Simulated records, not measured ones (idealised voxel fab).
You're looking at the process module voxel self aligned vias.
Each square cell in cross-section cut measures 5 nm, and the section as a whole is 290 nm wide.
Bands, listed from the top down, are how a cross-section gets written in this document; the cross-section itself is a grid of square cells, and a band is one or more rows of them.
Top, bottom (nm), then materials left to right with widths (nm); lone material tagged "full width" fills the whole band edge to edge; "empty" = empty space.
Counting heights begins at 0, where everything beneath is, in the wafer as received, one material. The lowest band has no bottom; it goes on downwards, as "z 0 and below" shows.
The notation "30->40" denotes a width that varies across the rows of cells in the band, beginning at the first number in the top row, finishing at the second number in the bottom row, and changing by an identical amount from each row to the next.
Step note "stayed the same" = no cross-section cell changed.
Empty spaces counting at least 8 cells and having no open way to the top are listed in "Unvented internal voids". The notation width x height at distance is used for each, the distance being from the left edge and all three values in nm.
If you see something after the settings on a step's line, that's the simulator's own remark about that step.
If you see "overlay nm" on a step's line and that step has a mask, it's telling you how far right of where it was planned the mask ended up; a negative number means it went left instead.
Pairs follow: section before one process step, section after it down to the lowest changed band, step with settings underneath. Pairs may come from different runs of this module on the same starting wafer; continuity with the pair above only as stated in the "Before processing" entry.

## Before processing
    z 75 to 60  aC 80  empty 50  aC 30  empty 50  aC 80
    z 60 to 45  lowk full width
    z 45 to 35  SiN 90  lowk 30  SiN 50  lowk 30  SiN 90
    z 35 to 20  Ru 85  TiN 5  lowk 30  TiN 5  Ru 40  TiN 5  lowk 30  TiN 5  Ru 85
    z 20 to 15  TiN 90  lowk 30  TiN 50  lowk 30  TiN 90
    z 15 to 10  SiCN full width
    z 10 to 0  SiO2 full width
    z 0 and below  Si full width
    Unvented internal voids: none

## Post-Step Section View
    z 75 to 60  aC 80  empty 50  aC 30  empty 50  aC 80
    z 60 to 45  lowk 80  empty 50  lowk 30  empty 50  lowk 80
    Below 45 it's all the same as before, nothing changed down there.
    Unvented internal voids: none
What was done to get from the upper cross-section to the lower one? DIRECTIONAL_ETCH [etch materials lowk] [depth nm 15]

Before processing: the after view from the pair directly above serves as the before view here.

## Post-Step Section View
    z 75 to 60  aC 80  empty 50  aC 30  empty 50  aC 80
    z 60 to 45  lowk 80  empty 50  lowk 30  empty 50  lowk 80
    z 45 to 35  SiN 80  empty 10  lowk 30  empty 10  SiN 30  empty 10  lowk 30  empty 10  SiN 80
    Below 35 it's all the same as before, nothing changed down there.
    Unvented internal voids: none
What was done to get from the upper cross-section to the lower one? DIRECTIONAL_ETCH [etch materials SiN] [depth nm 10]

Before processing: the after view from the pair directly above serves as the before view here.

## Post-Step Section View
    z 60 to 45  lowk 80  empty 50  lowk 30  empty 50  lowk 80
    Below 45 it's all the same as before, nothing changed down there.
    Unvented internal voids: none
What was done to get from the upper cross-section to the lower one? STRIP [etch materials aC]

Before processing: the after view from the pair directly above serves as the before view here.

## Post-Step Section View
    z 65 to 60  TiN 85  empty 40  TiN 40  empty 40  TiN 85
    z 60 to 50  lowk 80  TiN 5  empty 40  TiN 5  lowk 30  TiN 5  empty 40  TiN 5  lowk 80
    z 50 to 45  lowk 80  TiN 50  lowk 30  TiN 50  lowk 80
    z 45 to 35  SiN 80  TiN 10  lowk 30  TiN 10  SiN 30  TiN 10  lowk 30  TiN 10  SiN 80
    Below 35 it's all the same as before, nothing changed down there.
    Unvented internal voids: none
What was done to get from the upper cross-section to the lower one? CONFORMAL_DEP [material TiN] [thk nm 5]

Before processing: the after view from the pair directly above serves as the before view here.

## Post-Step Section View
    z 70 to 65  Ru full width
    z 65 to 60  TiN 85  Ru 40  TiN 40  Ru 40  TiN 85
    z 60 to 50  lowk 80  TiN 5  Ru 40  TiN 5  lowk 30  TiN 5  Ru 40  TiN 5  lowk 80
    Below 50 it's all the same as before, nothing changed down there.
    Unvented internal voids: none
What was done to get from the upper cross-section to the lower one? FILL_DEP [material Ru] [thk nm 5]

Before processing: the after view from the pair directly above serves as the before view here.

## Post-Step Section View
    z 60 to 50  lowk 80  TiN 5  Ru 40  TiN 5  lowk 30  TiN 5  Ru 40  TiN 5  lowk 80
    Below 50 it's all the same as before, nothing changed down there.
    Unvented internal voids: none
What was done to get from the upper cross-section to the lower one? CMP [height nm 60]

Before processing: the after view from the pair directly above serves as the before view here.

## Post-Step Section View
    z 65 to 60  SiCN full width
    Below 60 it's all the same as before, nothing changed down there.
    Unvented internal voids: none
What was done to get from the upper cross-section to the lower one? CONFORMAL_DEP [material SiCN] [thk nm 5]
